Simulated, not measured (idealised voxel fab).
Name of the process module below: voxel gate over fins
This is section cut - it's 240 nm across, gridded in 5 nm square cells.
Each cross-section below is a grid of square cells, stated as bands in top-down order, with one or more rows of cells making up each band.
Per band: top height and bottom height in nm, followed by the left-to-right materials and their widths in nm; "everywhere" marks a single material spanning edge to edge, "empty" marks empty space.
Heights are measured from 0, the level below which the as-received wafer is all one material; the lowest band has no bottom and continues downward, written as in "0 nm and below".
When a width is written as two numbers, as in "30 to 40", the first number is the width in the top row of cells of the band and the second is the width in its bottom row, and the width changes by the same amount from each row to the next.
Any step labelled "everything unchanged" changed none of the cells in the cross-section.
You'll see "Closed void roster" listing empty spaces that have no way open to the top, as long as they're 8 cells or more; the notation is width x height at distance, where the distance is from the left edge, and all of it is in nm.
Anything after a step's settings on that line? It's the simulator's own note about the step.
A step line may carry the setting "overlay nm", which, for steps involving a mask, states the distance by which the mask lay to the right of its intended position; negative values denote displacement to the left.

# plan
1 RECEIVE, material Si
2 CONFORMAL_DEP, material SiN, thk nm 5
3 PATTERN, tone cover, mask id FINS, material resist, width nm 15, pitch nm 55, thk nm 20, overlay nm 0
4 DIRECTIONAL_ETCH, etch materials SiN, depth nm 5
5 DIRECTIONAL_ETCH, etch materials Si, depth nm 35
6 STRIP, etch materials resist
7 OXIDIZE, depth nm 5
8 FILL_DEP, material SiO2, thk nm 15
9 CMP, height nm 5
10 MASKED_ETCH, tone open, mask id RAIL, width nm 15, etch materials SiO2, depth nm 35, overlay nm 0
11 CONFORMAL_DEP, material TiN, thk nm 5
12 FILL_DEP, material Ru, thk nm 10
13 CMP, height nm 5
14 SELECTIVE_ETCH, etch materials W Ru TiN, depth nm 25
15 FILL_DEP, material SiO2, thk nm 5
16 CMP, height nm 5
17 SELECTIVE_ETCH, etch materials SiO2, depth nm 15
18 STRIP, etch materials SiN
19 CONFORMAL_DEP, material HfO2, thk nm 5
20 CONFORMAL_DEP, material TiN, thk nm 5
21 CONFORMAL_DEP, material TiAl, thk nm 5
22 CONFORMAL_DEP, material TiN, thk nm 5
23 FILL_DEP, material W, thk nm 10
24 CMP, height nm 25
25 CONFORMAL_DEP, material SiCN, thk nm 10
Among the wafers covered here, the point of difference is the width nm at step 10; their starting state is shared, and the plan presents the value of the first wafer.

# Cross-section: the first of several wafers in its as-received state, i.e. following step 1
  0 nm and below: Si everywhere
  Closed void roster: none

# At the end of the module, after its last step, step 25, the first of several wafers appears in cross-section as follows
  35 nm to 25 nm: SiCN everywhere
  25 nm to 20 nm: W everywhere
  20 nm to 15 nm: W 70 nm | TiN 45 nm | W 10 nm | TiN 45 nm | W 70 nm
  15 nm to 10 nm: W 70 nm | TiN 5 nm | TiAl 35 nm | TiN 5 nm | W 10 nm | TiN 5 nm | TiAl 35 nm | TiN 5 nm | W 70 nm
  10 nm to 5 nm: TiN 75 nm | TiAl 5 nm | TiN 25 nm | TiAl 5 nm | TiN 20 nm | TiAl 5 nm | TiN 25 nm | TiAl 5 nm | TiN 75 nm
  5 nm to 0 nm: TiAl 80 nm | TiN 5 nm | HfO2 15 nm | TiN 5 nm | TiAl 30 nm | TiN 5 nm | HfO2 15 nm | TiN 5 nm | TiAl 80 nm
  0 nm to -5 nm: TiN 85 nm | HfO2 5 nm | Si 5 nm | HfO2 5 nm | TiN 40 nm | HfO2 5 nm | Si 5 nm | HfO2 5 nm | TiN 85 nm
  -5 nm to -10 nm: HfO2 90 nm | Si 5 nm | HfO2 50 nm | Si 5 nm | HfO2 90 nm
  -10 nm to -20 nm: SiO2 90 nm | Si 5 nm | SiO2 50 nm | Si 5 nm | SiO2 90 nm
  -20 nm to -25 nm: SiO2 90 nm | Si 5 nm | SiO2 15 nm | TiN 5 nm | Ru 5 nm | TiN 5 nm | SiO2 20 nm | Si 5 nm | SiO2 90 nm
  -25 nm to -30 nm: SiO2 90 nm | Si 5 nm | SiO2 15 nm | TiN 15 nm | SiO2 20 nm | Si 5 nm | SiO2 90 nm
  -30 nm to -40 nm: SiO2 90 nm | Si 5 nm | SiO2 50 nm | Si 5 nm | SiO2 90 nm
  -40 nm and below: Si everywhere
  Closed void roster: none

# The module's end: a cross-section of the last wafer
  35 nm to 25 nm: SiCN everywhere
  25 nm to 20 nm: W everywhere
  20 nm to 15 nm: W 70 nm | TiN 45 nm | W 10 nm | TiN 45 nm | W 70 nm
  15 nm to 10 nm: W 70 nm | TiN 5 nm | TiAl 35 nm | TiN 5 nm | W 10 nm | TiN 5 nm | TiAl 35 nm | TiN 5 nm | W 70 nm
  10 nm to 5 nm: TiN 75 nm | TiAl 5 nm | TiN 25 nm | TiAl 5 nm | TiN 20 nm | TiAl 5 nm | TiN 25 nm | TiAl 5 nm | TiN 75 nm
  5 nm to 0 nm: TiAl 80 nm | TiN 5 nm | HfO2 15 nm | TiN 5 nm | TiAl 30 nm | TiN 5 nm | HfO2 15 nm | TiN 5 nm | TiAl 80 nm
  0 nm to -5 nm: TiN 85 nm | HfO2 5 nm | Si 5 nm | HfO2 5 nm | TiN 40 nm | HfO2 5 nm | Si 5 nm | HfO2 5 nm | TiN 85 nm
  -5 nm to -10 nm: HfO2 90 nm | Si 5 nm | HfO2 50 nm | Si 5 nm | HfO2 90 nm
  -10 nm to -20 nm: SiO2 90 nm | Si 5 nm | SiO2 50 nm | Si 5 nm | SiO2 90 nm
  -20 nm to -25 nm: SiO2 90 nm | Si 5 nm | SiO2 10 nm | TiN 5 nm | Ru 20 nm | TiN 5 nm | SiO2 10 nm | Si 5 nm | SiO2 90 nm
  -25 nm to -30 nm: SiO2 90 nm | Si 5 nm | SiO2 10 nm | TiN 30 nm | SiO2 10 nm | Si 5 nm | SiO2 90 nm
  -30 nm to -40 nm: SiO2 90 nm | Si 5 nm | SiO2 50 nm | Si 5 nm | SiO2 90 nm
  -40 nm and below: Si everywhere
  Closed void roster: none

# Table: wafers, a row each; end-of-module cell change per material since receipt, gain (+), loss (-); then closed voids
width nm 15; +56 HfO2; +1 Ru; -368 Si; +96 SiCN; +270 SiO2; +56 TiAl; +117 TiN; +108 W; Closed void roster: none
width nm 20; +56 HfO2; +2 Ru; -368 Si; +96 SiCN; +268 SiO2; +56 TiAl; +118 TiN; +108 W; Closed void roster: none
width nm 25; +56 HfO2; +3 Ru; -368 Si; +96 SiCN; +266 SiO2; +56 TiAl; +119 TiN; +108 W; Closed void roster: none
width nm 30; +56 HfO2; +4 Ru; -368 Si; +96 SiCN; +264 SiO2; +56 TiAl; +120 TiN; +108 W; Closed void roster: none
